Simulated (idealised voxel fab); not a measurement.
Title: Process Module voxel trench capacitor
This is section cut - it's 285 nm across, gridded in 5 nm square cells.
Cross-section, as written here: a square-cell grid given band by band from the top down, where a band holds one or more rows of cells. What a band's entry tells you: where the top is and where the bottom is, as heights in nm, and after that what lies inside, material by material from left to right, each with its width in nm. Empty space is written as the word "air", and a single material marked with the word "full width" occupies the band from edge to edge. We count height from 0. Below that, the starting wafer is all one material. The lowest band never ends at the bottom but goes on down; see "0 nm and below" for how that is written. The two numbers in a width such as "30 to 40" mark its ends across the band: the first belongs to the top row of cells, the second to the bottom row, and from each row to the next the width moves by the same amount. You'll sometimes find "nothing altered" written for a step, and that's the way of saying that nowhere in the cross-section did a cell change during that step. Closed internal voids: empty space of 8 cells or more with no open way to the top, each as width x height at its distance from the left edge, in nm. Read whatever lies past the settings on a step's line as the simulator's own remark about the step. Each step line may optionally specify "overlay nm", which for a step with a mask gives the rightward distance between the mask's planned place and where it lay, a negative value indicating the leftward direction.
Below is the list of planned process steps:
| 1 | RECEIVE: material Si |
| 2 | CONFORMAL_DEP: material SiN, thk nm 5 |
| 3 | MASKED_ETCH: tone open, mask id TRENCH, width nm 25, pitch nm 40, etch materials SiN, depth nm 5, overlay nm 0 |
| 4 | MASKED_ETCH: tone open, mask id TRENCH, width nm 25, pitch nm 40, etch materials Si, depth nm 35, overlay nm 0 |
| 5 | CONFORMAL_DEP: material Al2O3, thk nm 5 |
| 6 | CONFORMAL_DEP: material TiN, thk nm 5 |
| 7 | FILL_DEP: material W, thk nm 10 |
| 8 | CMP: height nm 5 |
The following pertains to the first of two wafers, which was processed as planned:
Cross-section of the wafer as it came to us, i.e., already through step 1:
> 0 nm and below | Si full width
> Closed internal voids: none
The wafer, seen in cross-section, after step 2:
> 5 nm to 0 nm | SiN full width
> Below 0 it's all the same as before, nothing changed down there.
The wafer, seen in cross-section, after step 3:
> 5 nm to 0 nm | SiN=70 | air=25 | SiN=15 | air=25 | SiN=15 | air=25 | SiN=15 | air=25 | SiN=70
> Below 0 it's all the same as before, nothing changed down there.
The wafer, seen in cross-section, after step 4:
> 5 nm to 0 nm | SiN=70 | air=25 | SiN=15 | air=25 | SiN=15 | air=25 | SiN=15 | air=25 | SiN=70
> 0 nm to -35 nm | Si=70 | air=25 | Si=15 | air=25 | Si=15 | air=25 | Si=15 | air=25 | Si=70
> Below -35 it's all the same as before, nothing changed down there.
The wafer, seen in cross-section, after step 5:
> 10 nm to 5 nm | Al2O3=75 | air=15 | Al2O3=25 | air=15 | Al2O3=25 | air=15 | Al2O3=25 | air=15 | Al2O3=75
> 5 nm to 0 nm | SiN=70 | Al2O3=5 | air=15 | Al2O3=5 | SiN=15 | Al2O3=5 | air=15 | Al2O3=5 | SiN=15 | Al2O3=5 | air=15 | Al2O3=5 | SiN=15 | Al2O3=5 | air=15 | Al2O3=5 | SiN=70
> 0 nm to -30 nm | Si=70 | Al2O3=5 | air=15 | Al2O3=5 | Si=15 | Al2O3=5 | air=15 | Al2O3=5 | Si=15 | Al2O3=5 | air=15 | Al2O3=5 | Si=15 | Al2O3=5 | air=15 | Al2O3=5 | Si=70
> -30 nm to -35 nm | Si=70 | Al2O3=25 | Si=15 | Al2O3=25 | Si=15 | Al2O3=25 | Si=15 | Al2O3=25 | Si=70
> Below -35 it's all the same as before, nothing changed down there.
The wafer, seen in cross-section, after step 6:
> 15 nm to 10 nm | TiN=80 | air=5 | TiN=35 | air=5 | TiN=35 | air=5 | TiN=35 | air=5 | TiN=80
> 10 nm to 5 nm | Al2O3=75 | TiN=5 | air=5 | TiN=5 | Al2O3=25 | TiN=5 | air=5 | TiN=5 | Al2O3=25 | TiN=5 | air=5 | TiN=5 | Al2O3=25 | TiN=5 | air=5 | TiN=5 | Al2O3=75
> 5 nm to 0 nm | SiN=70 | Al2O3=5 | TiN=5 | air=5 | TiN=5 | Al2O3=5 | SiN=15 | Al2O3=5 | TiN=5 | air=5 | TiN=5 | Al2O3=5 | SiN=15 | Al2O3=5 | TiN=5 | air=5 | TiN=5 | Al2O3=5 | SiN=15 | Al2O3=5 | TiN=5 | air=5 | TiN=5 | Al2O3=5 | SiN=70
> 0 nm to -25 nm | Si=70 | Al2O3=5 | TiN=5 | air=5 | TiN=5 | Al2O3=5 | Si=15 | Al2O3=5 | TiN=5 | air=5 | TiN=5 | Al2O3=5 | Si=15 | Al2O3=5 | TiN=5 | air=5 | TiN=5 | Al2O3=5 | Si=15 | Al2O3=5 | TiN=5 | air=5 | TiN=5 | Al2O3=5 | Si=70
> -25 nm to -30 nm | Si=70 | Al2O3=5 | TiN=15 | Al2O3=5 | Si=15 | Al2O3=5 | TiN=15 | Al2O3=5 | Si=15 | Al2O3=5 | TiN=15 | Al2O3=5 | Si=15 | Al2O3=5 | TiN=15 | Al2O3=5 | Si=70
> Below -30 it's all the same as before, nothing changed down there.
The wafer, seen in cross-section, after step 7:
> 25 nm to 15 nm | W full width
> 15 nm to 10 nm | TiN=80 | W=5 | TiN=35 | W=5 | TiN=35 | W=5 | TiN=35 | W=5 | TiN=80
> 10 nm to 5 nm | Al2O3=75 | TiN=5 | W=5 | TiN=5 | Al2O3=25 | TiN=5 | W=5 | TiN=5 | Al2O3=25 | TiN=5 | W=5 | TiN=5 | Al2O3=25 | TiN=5 | W=5 | TiN=5 | Al2O3=75
> 5 nm to 0 nm | SiN=70 | Al2O3=5 | TiN=5 | W=5 | TiN=5 | Al2O3=5 | SiN=15 | Al2O3=5 | TiN=5 | W=5 | TiN=5 | Al2O3=5 | SiN=15 | Al2O3=5 | TiN=5 | W=5 | TiN=5 | Al2O3=5 | SiN=15 | Al2O3=5 | TiN=5 | W=5 | TiN=5 | Al2O3=5 | SiN=70
> 0 nm to -25 nm | Si=70 | Al2O3=5 | TiN=5 | W=5 | TiN=5 | Al2O3=5 | Si=15 | Al2O3=5 | TiN=5 | W=5 | TiN=5 | Al2O3=5 | Si=15 | Al2O3=5 | TiN=5 | W=5 | TiN=5 | Al2O3=5 | Si=15 | Al2O3=5 | TiN=5 | W=5 | TiN=5 | Al2O3=5 | Si=70
> Below -25 it's all the same as before, nothing changed down there.
The wafer, seen in cross-section, after step 8:
> 5 nm to 0 nm | SiN=70 | Al2O3=5 | TiN=5 | W=5 | TiN=5 | Al2O3=5 | SiN=15 | Al2O3=5 | TiN=5 | W=5 | TiN=5 | Al2O3=5 | SiN=15 | Al2O3=5 | TiN=5 | W=5 | TiN=5 | Al2O3=5 | SiN=15 | Al2O3=5 | TiN=5 | W=5 | TiN=5 | Al2O3=5 | SiN=70
> Below 0 it's all the same as before, nothing changed down there.
Wafer two of two - same starting point, same process plan, one mistake in execution; matches wafer one up to and including step 3:
Second wafer: cross-section at the scheduled end of step 4:
> 5 nm to 0 nm | SiN=70 | air=25 | SiN=15 | air=25 | SiN=15 | air=25 | SiN=15 | air=25 | SiN=70
> 0 nm to -70 nm | Si=70 | air=25 | Si=15 | air=25 | Si=15 | air=25 | Si=15 | air=25 | Si=70
> Below -70 it's all the same as before, nothing changed down there.
Second wafer: cross-section at the scheduled end of step 5:
> 10 nm to 5 nm | Al2O3=75 | air=15 | Al2O3=25 | air=15 | Al2O3=25 | air=15 | Al2O3=25 | air=15 | Al2O3=75
> 5 nm to 0 nm | SiN=70 | Al2O3=5 | air=15 | Al2O3=5 | SiN=15 | Al2O3=5 | air=15 | Al2O3=5 | SiN=15 | Al2O3=5 | air=15 | Al2O3=5 | SiN=15 | Al2O3=5 | air=15 | Al2O3=5 | SiN=70
> 0 nm to -65 nm | Si=70 | Al2O3=5 | air=15 | Al2O3=5 | Si=15 | Al2O3=5 | air=15 | Al2O3=5 | Si=15 | Al2O3=5 | air=15 | Al2O3=5 | Si=15 | Al2O3=5 | air=15 | Al2O3=5 | Si=70
> -65 nm to -70 nm | Si=70 | Al2O3=25 | Si=15 | Al2O3=25 | Si=15 | Al2O3=25 | Si=15 | Al2O3=25 | Si=70
> Below -70 it's all the same as before, nothing changed down there.
Second wafer: cross-section at the scheduled end of step 6:
> 15 nm to 10 nm | TiN=80 | air=5 | TiN=35 | air=5 | TiN=35 | air=5 | TiN=35 | air=5 | TiN=80
> 10 nm to 5 nm | Al2O3=75 | TiN=5 | air=5 | TiN=5 | Al2O3=25 | TiN=5 | air=5 | TiN=5 | Al2O3=25 | TiN=5 | air=5 | TiN=5 | Al2O3=25 | TiN=5 | air=5 | TiN=5 | Al2O3=75
> 5 nm to 0 nm | SiN=70 | Al2O3=5 | TiN=5 | air=5 | TiN=5 | Al2O3=5 | SiN=15 | Al2O3=5 | TiN=5 | air=5 | TiN=5 | Al2O3=5 | SiN=15 | Al2O3=5 | TiN=5 | air=5 | TiN=5 | Al2O3=5 | SiN=15 | Al2O3=5 | TiN=5 | air=5 | TiN=5 | Al2O3=5 | SiN=70
> 0 nm to -60 nm | Si=70 | Al2O3=5 | TiN=5 | air=5 | TiN=5 | Al2O3=5 | Si=15 | Al2O3=5 | TiN=5 | air=5 | TiN=5 | Al2O3=5 | Si=15 | Al2O3=5 | TiN=5 | air=5 | TiN=5 | Al2O3=5 | Si=15 | Al2O3=5 | TiN=5 | air=5 | TiN=5 | Al2O3=5 | Si=70
> -60 nm to -65 nm | Si=70 | Al2O3=5 | TiN=15 | Al2O3=5 | Si=15 | Al2O3=5 | TiN=15 | Al2O3=5 | Si=15 | Al2O3=5 | TiN=15 | Al2O3=5 | Si=15 | Al2O3=5 | TiN=15 | Al2O3=5 | Si=70
> Below -65 it's all the same as before, nothing changed down there.
Second wafer: cross-section at the scheduled end of step 7:
> 25 nm to 15 nm | W full width
> 15 nm to 10 nm | TiN=80 | W=5 | TiN=35 | W=5 | TiN=35 | W=5 | TiN=35 | W=5 | TiN=80
> 10 nm to 5 nm | Al2O3=75 | TiN=5 | W=5 | TiN=5 | Al2O3=25 | TiN=5 | W=5 | TiN=5 | Al2O3=25 | TiN=5 | W=5 | TiN=5 | Al2O3=25 | TiN=5 | W=5 | TiN=5 | Al2O3=75
> 5 nm to 0 nm | SiN=70 | Al2O3=5 | TiN=5 | W=5 | TiN=5 | Al2O3=5 | SiN=15 | Al2O3=5 | TiN=5 | W=5 | TiN=5 | Al2O3=5 | SiN=15 | Al2O3=5 | TiN=5 | W=5 | TiN=5 | Al2O3=5 | SiN=15 | Al2O3=5 | TiN=5 | W=5 | TiN=5 | Al2O3=5 | SiN=70
> 0 nm to -60 nm | Si=70 | Al2O3=5 | TiN=5 | W=5 | TiN=5 | Al2O3=5 | Si=15 | Al2O3=5 | TiN=5 | W=5 | TiN=5 | Al2O3=5 | Si=15 | Al2O3=5 | TiN=5 | W=5 | TiN=5 | Al2O3=5 | Si=15 | Al2O3=5 | TiN=5 | W=5 | TiN=5 | Al2O3=5 | Si=70
> Below -60 it's all the same as before, nothing changed down there.
Second wafer: cross-section at the scheduled end of step 8:
> 5 nm to 0 nm | SiN=70 | Al2O3=5 | TiN=5 | W=5 | TiN=5 | Al2O3=5 | SiN=15 | Al2O3=5 | TiN=5 | W=5 | TiN=5 | Al2O3=5 | SiN=15 | Al2O3=5 | TiN=5 | W=5 | TiN=5 | Al2O3=5 | SiN=15 | Al2O3=5 | TiN=5 | W=5 | TiN=5 | Al2O3=5 | SiN=70
> Below 0 it's all the same as before, nothing changed down there.
Deviation from plan: twice over, step 4 of the plan was run
Counted in cells at the end, the second wafer holds more or fewer of these materials than the first: Al2O3: 56 more, Si: 140 fewer, TiN: 56 more, W: 28 more
